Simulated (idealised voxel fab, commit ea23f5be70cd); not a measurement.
Proc. module: voxel double patterning
Section shown: cut. Width: 255 nm. Cell size: 5 nm, square.
If you're reading a cross-section in this doc, picture square cells in a grid; it comes to you as bands, top ones listed first down to the bottom, and a band can be one or more rows of cells.
It is stipulated that each band's entry specify, in nanometres, the height of the top of the band and then that of its bottom, followed by the materials of the band in left-to-right sequence, each together with its width in nanometres. A single material marked by the word "full width" is understood to fill the band from edge to edge; the word "empty" is understood to denote empty space.
Where do heights start? At 0: under that level the wafer as delivered is made of one material only. And the lowest band has no floor; it just carries on downward, as in "0 and below".
When a width is written as two numbers, as in "30 to 40", the first number is the width in the top row of cells of the band and the second is the width in its bottom row, and the width changes by the same amount from each row to the next.
Basically "nothing changed" means that step didn't change any cell in the cross-section.
Voids not open to the top, 8 cells minimum: see "Encapsulated voids". Written width x height at distance; distance is from the left edge; nm.
Note: text after step settings on the step line = simulator remark on that step.
Regarding "overlay nm": on a step with a mask, it is the distance the mask lay to the right of its planned place; a negative value places it to the left.
### Steps planned for the process
| 1 | RECEIVE, material Si |
| 2 | CONFORMAL_DEP, material SiN, thk nm 10 |
| 3 | DIRECTIONAL_DEP, material SiO2, thk nm 15 |
| 4 | DIRECTIONAL_DEP, material SiCN, thk nm 5 |
| 5 | DIRECTIONAL_DEP, material aC, thk nm 10 |
| 6 | PATTERN, tone open, mask id FIRST, material resist, width nm 15, pitch nm 50, thk nm 25, overlay nm 0 |
| 7 | DIRECTIONAL_ETCH, etch materials aC, depth nm 10 |
| 8 | STRIP, etch materials resist |
| 9 | DIRECTIONAL_ETCH, etch materials SiCN, depth nm 5 |
| 10 | STRIP, etch materials aC |
| 11 | MASKED_ETCH, tone open, mask id SECOND, width nm 15, etch materials SiCN, depth nm 5, overlay nm 0 |
| 12 | DIRECTIONAL_ETCH, etch materials SiO2, depth nm 15 |
| 13 | STRIP, etch materials SiCN |
### On the first of the two wafers: run conducted according to plan
### as received, after step 1
    0 and below | Si full width
    Encapsulated voids: none
### Presented here is a cross-section of the wafer after step 2 has been performed
    10 down to 0 | SiN full width
    No changes below 0.
### Presented here is a cross-section of the wafer after step 3 has been performed
    25 down to 10 | SiO2 full width
    No changes below 10.
### Presented here is a cross-section of the wafer after step 4 has been performed
    30 down to 25 | SiCN full width
    No changes below 25.
### Presented here is a cross-section of the wafer after step 5 has been performed
    40 down to 30 | aC full width
    No changes below 30.
### Presented here is a cross-section of the wafer after step 6 has been performed
    65 down to 40 | resist: 95 / empty: 15 / resist: 35 / empty: 15 / resist: 95
    No changes below 40.
### Presented here is a cross-section of the wafer after step 7 has been performed
    55 down to 40 | resist: 95 / empty: 15 / resist: 35 / empty: 15 / resist: 95
    40 down to 30 | aC: 95 / empty: 15 / aC: 35 / empty: 15 / aC: 95
    No changes below 30.
### Presented here is a cross-section of the wafer after step 8 has been performed
    40 down to 30 | aC: 95 / empty: 15 / aC: 35 / empty: 15 / aC: 95
    No changes below 30.
### Presented here is a cross-section of the wafer after step 9 has been performed
    40 down to 30 | aC: 95 / empty: 15 / aC: 35 / empty: 15 / aC: 95
    30 down to 25 | SiCN: 95 / empty: 15 / SiCN: 35 / empty: 15 / SiCN: 95
    No changes below 25.
### Presented here is a cross-section of the wafer after step 10 has been performed
    30 down to 25 | SiCN: 95 / empty: 15 / SiCN: 35 / empty: 15 / SiCN: 95
    No changes below 25.
### Presented here is a cross-section of the wafer after step 11 has been performed
    30 down to 25 | SiCN: 95 / empty: 15 / SiCN: 10 / empty: 15 / SiCN: 10 / empty: 15 / SiCN: 95
    No changes below 25.
### Presented here is a cross-section of the wafer after step 12 has been performed
    30 down to 25 | SiCN: 95 / empty: 15 / SiCN: 10 / empty: 15 / SiCN: 10 / empty: 15 / SiCN: 95
    25 down to 10 | SiO2: 95 / empty: 15 / SiO2: 10 / empty: 15 / SiO2: 10 / empty: 15 / SiO2: 95
    No changes below 10.
### Presented here is a cross-section of the wafer after step 13 has been performed
    25 down to 10 | SiO2: 95 / empty: 15 / SiO2: 10 / empty: 15 / SiO2: 10 / empty: 15 / SiO2: 95
    No changes below 10.
### Here the second wafer is described. Its start and its plan were those of the first wafer. Its run contained one mistake. Up to and including step 5, it did exactly what the first wafer did
### What the second wafer looks like in cross-section when step 6 should have wrapped up
    65 down to 40 | empty: 95 / resist: 15 / empty: 35 / resist: 15 / empty: 95
    No changes below 40.
### What the second wafer looks like in cross-section when step 7 should have wrapped up
    55 down to 40 | empty: 95 / resist: 15 / empty: 35 / resist: 15 / empty: 95
    40 down to 30 | empty: 95 / aC: 15 / empty: 35 / aC: 15 / empty: 95
    No changes below 30.
### What the second wafer looks like in cross-section when step 8 should have wrapped up
    40 down to 30 | empty: 95 / aC: 15 / empty: 35 / aC: 15 / empty: 95
    No changes below 30.
### What the second wafer looks like in cross-section when step 9 should have wrapped up
    40 down to 30 | empty: 95 / aC: 15 / empty: 35 / aC: 15 / empty: 95
    30 down to 25 | empty: 95 / SiCN: 15 / empty: 35 / SiCN: 15 / empty: 95
    No changes below 25.
### What the second wafer looks like in cross-section when step 10 should have wrapped up
    30 down to 25 | empty: 95 / SiCN: 15 / empty: 35 / SiCN: 15 / empty: 95
    No changes below 25.
What the second wafer looks like in cross-section when step 11 should have wrapped up: nothing changed
### What the second wafer looks like in cross-section when step 12 should have wrapped up
    30 down to 25 | empty: 95 / SiCN: 15 / empty: 35 / SiCN: 15 / empty: 95
    25 down to 10 | empty: 95 / SiO2: 15 / empty: 35 / SiO2: 15 / empty: 95
    No changes below 10.
### What the second wafer looks like in cross-section when step 13 should have wrapped up
    25 down to 10 | empty: 95 / SiO2: 15 / empty: 35 / SiO2: 15 / empty: 95
    No changes below 10.
Where did the run depart from the plan? step 6 ran with different settings than intended, the actual operation and settings being PATTERN, tone cover, mask id FIRST, material resist, width nm 15, pitch nm 50, thk nm 25, overlay nm 0
Upon completion, the second wafer contains, in terms of cells, a greater or smaller amount of certain materials than the first wafer: SiO2: 108 fewer
